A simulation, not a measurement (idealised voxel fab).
Documented hereafter: the process module known as voxel self aligned vias.
In the cross-section labelled cut, the width is 245 nm and each square cell is 5 nm.
The cross-sections in this document take the form of a grid made of square cells. They are written out as bands, in order from top to bottom. Each band consists of one or more rows of cells. A band entry consists of two parts. The first gives the height of the band's top and the height of its bottom, in nm. The rest lists the band's materials from left to right, each with its width in nm. A single material labelled with the word "full width" fills the band from edge to edge, and the word "blank" marks empty space. Height datum 0, below which the as-received substrate wafer is one material. Lowest band open at the bottom, running downward: "0..down". When a width is written as two numbers, as in "30..40", the first number is the width in the top row of cells of the band and the second is the width in its bottom row, and the width changes by the same amount from each row to the next. It should be understood that the words "all unchanged", when stated for a given step, signify that the cross-section underwent no change in any of its cells during that step. "Enclosed internal cavities" - sealed voids, min. 8 cells, no opening to top; format: width x height at distance (distance from left edge; nm throughout). It should be noted that, on the line of a given step, the content following the step's settings is a remark produced by the simulator itself with respect to that step. For masked steps, "overlay nm" on the step line gives how far right of plan the mask actually lay; a minus sign means it lay to the left.

List of planned process steps:
1,RECEIVE with material Si
2,CONFORMAL_DEP with material SiO2, thk nm 15
3,CONFORMAL_DEP with material SiCN, thk nm 5
4,DIRECTIONAL_DEP with material SiO2, thk nm 20
5,MASKED_ETCH with tone open, mask id LINES, width nm 25, pitch nm 60, etch materials SiO2, depth nm 20, overlay nm 0
6,CONFORMAL_DEP with material TiN, thk nm 5
7,FILL_DEP with material W, thk nm 10
8,CMP with height nm 40
9,SELECTIVE_ETCH with etch materials W Ru TiN, depth nm 10
10,FILL_DEP with material SiN, thk nm 5
11,CMP with height nm 40
12,DIRECTIONAL_DEP with material SiO2, thk nm 15
13,MASKED_ETCH with tone open, mask id VIAS, width nm 45, pitch nm 60, etch materials SiO2, depth nm 15, overlay nm 0
14,MASKED_ETCH with tone open, mask id VIAS, width nm 45, pitch nm 60, etch materials SiN, depth nm 10, overlay nm 0
15,CONFORMAL_DEP with material TiN, thk nm 5
16,FILL_DEP with material Cu, thk nm 10
17,CMP with height nm 55
18,CONFORMAL_DEP with material SiCN, thk nm 5

As received (post step 1): cross-section:
  0..down  Si full width
  Enclosed internal cavities: none

Module complete - cross-section of the first of two wafers, run according to plan:
  60..55  SiCN full width
  55..45  70 of SiO2; 5 of TiN; 35 of Cu; 5 of TiN; 15 of SiO2; 5 of TiN; 35 of Cu; 5 of TiN; 70 of SiO2
  45..35  70..80 of SiO2; 15..5 of TiN; 15 of Cu; 15..5 of TiN; 15..35 of SiO2; 15..5 of TiN; 15 of Cu; 15..5 of TiN; 70..80 of SiO2
  35..30  80 of SiO2; 25 of TiN; 35 of SiO2; 25 of TiN; 80 of SiO2
  30..25  80 of SiO2; 5 of TiN; 15 of W; 5 of TiN; 35 of SiO2; 5 of TiN; 15 of W; 5 of TiN; 80 of SiO2
  25..20  80 of SiO2; 25 of TiN; 35 of SiO2; 25 of TiN; 80 of SiO2
  20..15  SiCN full width
  15..0  SiO2 full width
  0..down  Si full width
  Enclosed internal cavities: none

End of module, second wafer, cross-section. Started like the first, planned like the first, run with one mistake:
  60..55  SiCN full width
  55..35  70 of SiO2; 5 of TiN; 35 of Cu; 5 of TiN; 15 of SiO2; 5 of TiN; 35 of Cu; 5 of TiN; 70 of SiO2
  35..30  70 of SiO2; 45 of TiN; 15 of SiO2; 45 of TiN; 70 of SiO2
  30..25  70 of SiO2; 15 of TiN; 15 of W; 15 of TiN; 15 of SiO2; 15 of TiN; 15 of W; 15 of TiN; 70 of SiO2
  25..20  80 of SiO2; 25 of TiN; 35 of SiO2; 25 of TiN; 80 of SiO2
  20..15  SiCN full width
  15..0  SiO2 full width
  0..down  Si full width
  Enclosed internal cavities: none
What went wrong in running the wafer? step 13 of the plan was twice carried out
Materials where the second wafer ends with more or fewer cells than the first: 16 more of Cu; 24 fewer of SiO2; 8 more of TiN
